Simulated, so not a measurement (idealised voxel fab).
process module | voxel released beams
cross-section cut | 245 nm wide | cells 5 nm
A cross-section is a grid of square cells, given in bands from the top down. A band is one or more rows of cells.
Each band's line starts with the height of the band's top and of its bottom, in nm. Then come its materials from left to right, each with its width in nm. One material with "throughout" fills the band from edge to edge. "air" is empty space.
Height 0 is the level under which the wafer as received is all one material. The lowest band goes on downwards, as in "0 down".
A width such as "30 to 40" changes by the same amount from each row of cells to the next, from the band's top row to its bottom row.
"no change" after a step means that no cell of the cross-section changed.
closed voids: empty space of 8 cells or more with no open way to the top, each as width x height at its distance from the left edge, in nm
after a step's settings: what the simulator itself notes on the step
overlay nm, on a step with a mask: how far to the right of its planned place the mask lay; to the left if negative
plan
1 op RECEIVE | material Si
2 op CONFORMAL_DEP | material Al2O3 | thk nm 5
3 op DIRECTIONAL_DEP | material SiO2 | thk nm 15
4 op DIRECTIONAL_DEP | material aC | thk nm 10
5 op PATTERN | tone open | mask id ANCHOR | material resist | width nm 25 | thk nm 30 | overlay nm 0
6 op DIRECTIONAL_ETCH | etch materials aC | depth nm 10
7 op STRIP | etch materials resist
8 op DIRECTIONAL_ETCH | etch materials SiO2 | depth nm 15
9 op STRIP | etch materials aC
10 op CONFORMAL_DEP | material polySi | thk nm 10
11 op DIRECTIONAL_DEP | material aC | thk nm 15
12 op PATTERN | tone cover | mask id BEAM | material resist | width nm 80 | thk nm 30 | overlay nm 0
13 op DIRECTIONAL_ETCH | etch materials aC | depth nm 15
14 op STRIP | etch materials resist
15 op DIRECTIONAL_ETCH | etch materials polySi | depth nm 10
16 op STRIP | etch materials aC
17 op STRIP | etch materials SiO2
as received, after step 1
  0 down: Si throughout
  closed voids: none
first wafer at the end, as planned
  30 to 20: air 80 | polySi 15 | air 5 | polySi 60 | air 85
  20 to 15: air 85 | polySi 10 | air 5 | polySi 10 | air 135
  15 to 5: air 85 | polySi 25 | air 135
  5 to 0: Al2O3 throughout
  0 down: Si throughout
  closed voids: none
second wafer at the end: like start, like plan, one mistake
  25 to 15: air 80 | polySi 15 | air 5 | polySi 60 | air 85
  15 to 10: air 85 | polySi 10 | air 5 | polySi 10 | air 135
  10 to 0: air 85 | polySi 25 | air 135
  0 down: Si throughout
  closed voids: none
what went wrong: step 2 was left out
at the end the second wafer has, in cells: 49 fewer of Al2O3
